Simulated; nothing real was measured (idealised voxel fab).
The process module presented herein is designated voxel self aligned contacts.
FYI the section here is cut, 180 nm wide, cells are 5 nm squares.
We lay out every cross-section as a grid of square cells and spell it out in bands from the top down, where one band means one or more rows of cells. Band entry format. Leading values: height of top, height of bottom, nm. Remainder: materials in left-to-right order, each with its width in nm. Special words: "everywhere" on a single material, which then fills the band edge to edge; "blank", empty space. A quick word on heights: they are counted from 0, and under that level the wafer as it came to us is one material throughout. The lowest band is different from the rest in having no bottom; it simply continues downward, written as in "0 down". When a width is written as two numbers, as in "30 to 40", the first number is the width in the top row of cells of the band and the second is the width in its bottom row, and the width changes by the same amount from each row to the next. "all unchanged" after a step means that no cell of the cross-section changed. For the entry "Closed void table", the listed items are empty spaces with no open way to the top whose size is 8 cells or more; each item follows the pattern width x height at distance, where distance is from the left edge and all three are in nm. It should be noted that, on the line of a given step, the content following the step's settings is a remark produced by the simulator itself with respect to that step. overlay nm: where the mask lay relative to plan, measured to the right, on steps with a mask; negatives go left.
# Planned step list for the process
1. op RECEIVE | material Si
2. op OXIDIZE | depth nm 5
3. op DIRECTIONAL_DEP | material polySi | thk nm 20
4. op DIRECTIONAL_DEP | material SiN | thk nm 15
5. op DIRECTIONAL_DEP | material aC | thk nm 10
6. op PATTERN | tone cover | mask id GATE | material resist | width nm 15 | pitch nm 50 | thk nm 25 | overlay nm 0
7. op DIRECTIONAL_ETCH | etch materials aC | depth nm 10
8. op STRIP | etch materials resist
9. op DIRECTIONAL_ETCH | etch materials SiN | depth nm 15
10. op DIRECTIONAL_ETCH | etch materials polySi | depth nm 20
11. op STRIP | etch materials aC
12. op CONFORMAL_DEP | material SiN | thk nm 5
13. op DIRECTIONAL_ETCH | etch materials SiN | depth nm 5
14. op FILL_DEP | material SiO2 | thk nm 10
15. op CMP | height nm 40
16. op PATTERN | tone open | mask id CONTACT | material resist | width nm 35 | thk nm 15 | overlay nm 0
17. op DIRECTIONAL_ETCH | etch materials SiO2 | depth nm 45
18. op STRIP | etch materials resist
19. op CONFORMAL_DEP | material TiN | thk nm 5
20. op FILL_DEP | material Ru | thk nm 10
21. op CMP | height nm 40
22. op CONFORMAL_DEP | material SiN | thk nm 5
Heads up: all these wafers start the same, and what changes between them is the width nm in step 6. The value you see in the plan is just what the first wafer got.
# Cross-section of the first of several wafers as received (after step 1)
- 0 down | Si everywhere
- Closed void table: none
# Cross-section after step 22, the final step of the module, for the first of several wafers
- 45 to 40 | SiN everywhere
- 40 to 35 | 70 of SiO2; 10 of TiN; 15 of Ru; 10 of TiN; 75 of SiO2
- 35 to 20 | 50 of SiO2; 25 of SiN; 5 of TiN; 15 of Ru; 5 of TiN; 25 of SiN; 55 of SiO2
- 20 to 0 | 50 of SiO2; 5 of SiN; 15 of polySi; 5 of SiN; 5 of TiN; 15 of Ru; 5 of TiN; 5 of SiN; 15 of polySi; 5 of SiN; 55 of SiO2
- 0 to -5 | 75 of SiO2; 25 of TiN; 80 of SiO2
- -5 down | Si everywhere
- Closed void table: none
# The last wafer as seen in cross-section at the end of the module
- 45 to 40 | SiN everywhere
- 40 to 35 | 70 of SiO2; 35 of TiN; 75 of SiO2
- 35 to 20 | 40 of SiO2; 45 of SiN; 5 of TiN; 45 of SiN; 45 of SiO2
- 20 to 0 | 40 of SiO2; 5 of SiN; 35 of polySi; 5 of SiN; 5 of TiN; 5 of SiN; 35 of polySi; 5 of SiN; 45 of SiO2
- 0 to -5 | 85 of SiO2; 5 of TiN; 90 of SiO2
- -5 down | Si everywhere
- Closed void table: none
# The table below has one row for each wafer; a row shows, as of the end of the module, how many cells of each material the wafer has gained, marked (+), or lost, marked (-), since it was received, and then the wafer's closed voids
width nm 15 | +24 Ru | -36 Si | +82 SiN | +207 SiO2 | +23 TiN | +24 polySi | Closed void table: none
width nm 20 | +16 Ru | -36 Si | +88 SiN | +201 SiO2 | +23 TiN | +32 polySi | Closed void table: none
width nm 25 | +8 Ru | -36 Si | +94 SiN | +195 SiO2 | +23 TiN | +40 polySi | Closed void table: none
width nm 30 | -36 Si | +100 SiN | +189 SiO2 | +23 TiN | +48 polySi | Closed void table: none
width nm 35 | -36 Si | +106 SiN | +183 SiO2 | +15 TiN | +56 polySi | Closed void table: none
